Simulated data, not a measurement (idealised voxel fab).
The process module presented herein is designated voxel wiring stack.
FYI the section here is cut, 255 nm wide, cells are 5 nm squares.
Bands, listed from the top down, are how a cross-section gets written in this document; the cross-section itself is a grid of square cells, and a band is one or more rows of them.
Top, bottom (nm), then materials left to right with widths (nm); lone material tagged "edge to edge" fills the whole band edge to edge; "blank" = empty space.
Basically, 0 is our baseline, since under it the wafer straight out of the box is all one material. The bottom band has no lower end and keeps on going down, so it looks like "0 and below".
You'd read "30 to 40" like this: the band's top row of cells is as wide as the first number, its bottom row is as wide as the second, and going down, every row changes width by the same amount as the row before did.
"no alteration" -> step changed no cross-section cell.
This entry, "Closed-off voids", enumerates those empty regions of no fewer than 8 cells that possess no open connection to the top. Each region is reported in the form width x height at distance, the distance being taken from the left edge, with all three quantities expressed in nm.
Heads up: the bit after the settings on a step's line is the simulator's remark on that step.
overlay nm: right-of-plan distance of the mask on a masked step; negative values mean left-of-plan.

Set out below are the planned steps of the process
1 RECEIVE,material Si
2 CONFORMAL_DEP,material SiO2,thk nm 15
3 CONFORMAL_DEP,material SiN,thk nm 5
4 DIRECTIONAL_DEP,material lowk,thk nm 15
5 DIRECTIONAL_DEP,material aC,thk nm 10
6 PATTERN,tone open,mask id METAL_1,material resist,width nm 20,pitch nm 35,thk nm 25,overlay nm 0
7 DIRECTIONAL_ETCH,etch materials aC,depth nm 10
8 STRIP,etch materials resist
9 DIRECTIONAL_ETCH,etch materials lowk,depth nm 15
10 DIRECTIONAL_ETCH,etch materials SiN,depth nm 5
11 STRIP,etch materials aC
12 CONFORMAL_DEP,material TiN,thk nm 5
13 FILL_DEP,material Cu,thk nm 10
14 CMP,height nm 35
15 CONFORMAL_DEP,material SiCN,thk nm 5
16 DIRECTIONAL_DEP,material lowk,thk nm 30
17 PATTERN,tone open,mask id METAL_2_HOLES,material resist,width nm 15,pitch nm 70,thk nm 15,overlay nm 0
18 DIRECTIONAL_ETCH,etch materials lowk,depth nm 30
19 STRIP,etch materials resist
20 MASKED_ETCH,tone open,mask id METAL_2,width nm 20,pitch nm 35,etch materials lowk,depth nm 20,overlay nm 0
21 MASKED_ETCH,tone open,mask id METAL_2,width nm 20,pitch nm 35,etch materials SiCN,depth nm 5,overlay nm 0
22 CONFORMAL_DEP,material TiN,thk nm 5
23 FILL_DEP,material Cu,thk nm 5
24 CMP,height nm 70
25 CONFORMAL_DEP,material SiN,thk nm 5

As received (post step 1): cross-section
  0 and below  Si edge to edge
  Closed-off voids: none

Starting wafer: above. Plan: above. Run: one mistake. Cross-section after the module: below
  75 down to 70  SiN edge to edge
  70 down to 40  Cu edge to edge
  40 down to 35  SiCN edge to edge
  35 down to 20  65 nm lowk, 5 nm TiN, 10 nm Cu, 5 nm TiN, 15 nm lowk, 5 nm TiN, 10 nm Cu, 5 nm TiN, 15 nm lowk, 5 nm TiN, 10 nm Cu, 5 nm TiN, 15 nm lowk, 5 nm TiN, 10 nm Cu, 5 nm TiN, 65 nm lowk
  20 down to 15  65 nm SiN, 20 nm TiN, 15 nm SiN, 20 nm TiN, 15 nm SiN, 20 nm TiN, 15 nm SiN, 20 nm TiN, 65 nm SiN
  15 down to 0  SiO2 edge to edge
  0 and below  Si edge to edge
  Closed-off voids: none
What was done differently from what was planned? step 16 deviated from plan and actually ran as DIRECTIONAL_DEP,material Cu,thk nm 30
